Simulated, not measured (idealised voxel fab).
You're looking at the process module voxel tone inversion.
The cross-section on display is named cut; it measures 300 nm wide, and its cells are 5 nm squares.
Just so we're on the same page, the cross-sections are grids of square cells, and they're listed out in bands top to bottom, each band one or more rows deep.
First you get the band's top height and its bottom height, in nm, and then the materials it's made of, left to right, with each width in nm. If you see a single material with "full width", that one covers the band edge to edge. "blank" is empty space.
Beneath 0, the wafer as received is one material, and that level is where height counting begins. The lowest band goes on downward without a bottom; it is written like "z 0 and below".
Width spec "30->40" -> top row of cells at first value, bottom row at second value, equal per-row change in between.
The designation "everything unchanged", where it is given for a processing step, indicates that no cell of the cross-section was altered in the course of that step.
Look at "Sealed voids" for the closed voids: empty spaces with no open path to the top, sized 8 cells or up. Each is width x height at distance, distance from the left edge, all nm.
That trailing text on a step's line, after the settings, is the simulator's own remark on the step.
overlay nm: step with mask; distance mask lay right of planned place; negative value = left of planned place.
[plan]
1: RECEIVE: material Si
2: CONFORMAL_DEP: material SiCN, thk nm 10
3: DIRECTIONAL_DEP: material polySi, thk nm 15
4: PATTERN: tone cover, mask id POSTS, material resist, width nm 20, pitch nm 35, thk nm 20, overlay nm 0
5: DIRECTIONAL_ETCH: etch materials polySi, depth nm 15
6: STRIP: etch materials resist
7: FILL_DEP: material lowk, thk nm 5
8: CMP: height nm 25
9: STRIP: etch materials polySi
[The first wafer of two, processed as planned]
[Incoming wafer, cross-sectional view, post step 1]
  z 0 and below: Si full width
  Sealed voids: none
[Once step 2 is through, the wafer looks like this in cross-section]
  z 10 to 0: SiCN full width
  Below a height of 0, the structure has not been altered.
[Once step 3 is through, the wafer looks like this in cross-section]
  z 25 to 10: polySi full width
  Below a height of 10, the structure has not been altered.
[Once step 4 is through, the wafer looks like this in cross-section]
  z 45 to 25: blank 85 nm, resist 20 nm, blank 15 nm, resist 20 nm, blank 15 nm, resist 20 nm, blank 15 nm, resist 20 nm, blank 90 nm
  Below a height of 25, the structure has not been altered.
[Once step 5 is through, the wafer looks like this in cross-section]
  z 45 to 25: blank 85 nm, resist 20 nm, blank 15 nm, resist 20 nm, blank 15 nm, resist 20 nm, blank 15 nm, resist 20 nm, blank 90 nm
  z 25 to 10: blank 85 nm, polySi 20 nm, blank 15 nm, polySi 20 nm, blank 15 nm, polySi 20 nm, blank 15 nm, polySi 20 nm, blank 90 nm
  Below a height of 10, the structure has not been altered.
[Once step 6 is through, the wafer looks like this in cross-section]
  z 25 to 10: blank 85 nm, polySi 20 nm, blank 15 nm, polySi 20 nm, blank 15 nm, polySi 20 nm, blank 15 nm, polySi 20 nm, blank 90 nm
  Below a height of 10, the structure has not been altered.
[Once step 7 is through, the wafer looks like this in cross-section]
  z 30 to 25: lowk full width
  z 25 to 10: lowk 85 nm, polySi 20 nm, lowk 15 nm, polySi 20 nm, lowk 15 nm, polySi 20 nm, lowk 15 nm, polySi 20 nm, lowk 90 nm
  Below a height of 10, the structure has not been altered.
[Once step 8 is through, the wafer looks like this in cross-section]
  z 25 to 10: lowk 85 nm, polySi 20 nm, lowk 15 nm, polySi 20 nm, lowk 15 nm, polySi 20 nm, lowk 15 nm, polySi 20 nm, lowk 90 nm
  Below a height of 10, the structure has not been altered.
[Once step 9 is through, the wafer looks like this in cross-section]
  z 25 to 10: lowk 85 nm, blank 20 nm, lowk 15 nm, blank 20 nm, lowk 15 nm, blank 20 nm, lowk 15 nm, blank 20 nm, lowk 90 nm
  Below a height of 10, the structure has not been altered.
[second wafer: like start, like plan, one mistake. Through step 3 it matches the first wafer]
[Cross-section of the second wafer corresponding to the planned conclusion of step 4]
  z 45 to 25: blank 90 nm, resist 15 nm, blank 20 nm, resist 15 nm, blank 20 nm, resist 15 nm, blank 20 nm, resist 15 nm, blank 90 nm
  Below a height of 25, the structure has not been altered.
[Cross-section of the second wafer corresponding to the planned conclusion of step 5]
  z 45 to 25: blank 90 nm, resist 15 nm, blank 20 nm, resist 15 nm, blank 20 nm, resist 15 nm, blank 20 nm, resist 15 nm, blank 90 nm
  z 25 to 10: blank 90 nm, polySi 15 nm, blank 20 nm, polySi 15 nm, blank 20 nm, polySi 15 nm, blank 20 nm, polySi 15 nm, blank 90 nm
  Below a height of 10, the structure has not been altered.
[Cross-section of the second wafer corresponding to the planned conclusion of step 6]
  z 25 to 10: blank 90 nm, polySi 15 nm, blank 20 nm, polySi 15 nm, blank 20 nm, polySi 15 nm, blank 20 nm, polySi 15 nm, blank 90 nm
  Below a height of 10, the structure has not been altered.
[Cross-section of the second wafer corresponding to the planned conclusion of step 7]
  z 30 to 25: lowk full width
  z 25 to 10: lowk 90 nm, polySi 15 nm, lowk 20 nm, polySi 15 nm, lowk 20 nm, polySi 15 nm, lowk 20 nm, polySi 15 nm, lowk 90 nm
  Below a height of 10, the structure has not been altered.
[Cross-section of the second wafer corresponding to the planned conclusion of step 8]
  z 25 to 10: lowk 90 nm, polySi 15 nm, lowk 20 nm, polySi 15 nm, lowk 20 nm, polySi 15 nm, lowk 20 nm, polySi 15 nm, lowk 90 nm
  Below a height of 10, the structure has not been altered.
[Cross-section of the second wafer corresponding to the planned conclusion of step 9]
  z 25 to 10: lowk 90 nm, blank 15 nm, lowk 20 nm, blank 15 nm, lowk 20 nm, blank 15 nm, lowk 20 nm, blank 15 nm, lowk 90 nm
  Below a height of 10, the structure has not been altered.
Heads up, the wafer didn't run the way we planned it: planned and actual differ for step 4; actual: PATTERN: tone cover, mask id POSTS, material resist, width nm 15, pitch nm 35, thk nm 20, overlay nm 0
FYI, end of process, the second wafer has more or fewer cells of some materials than the first: 12 more of lowk
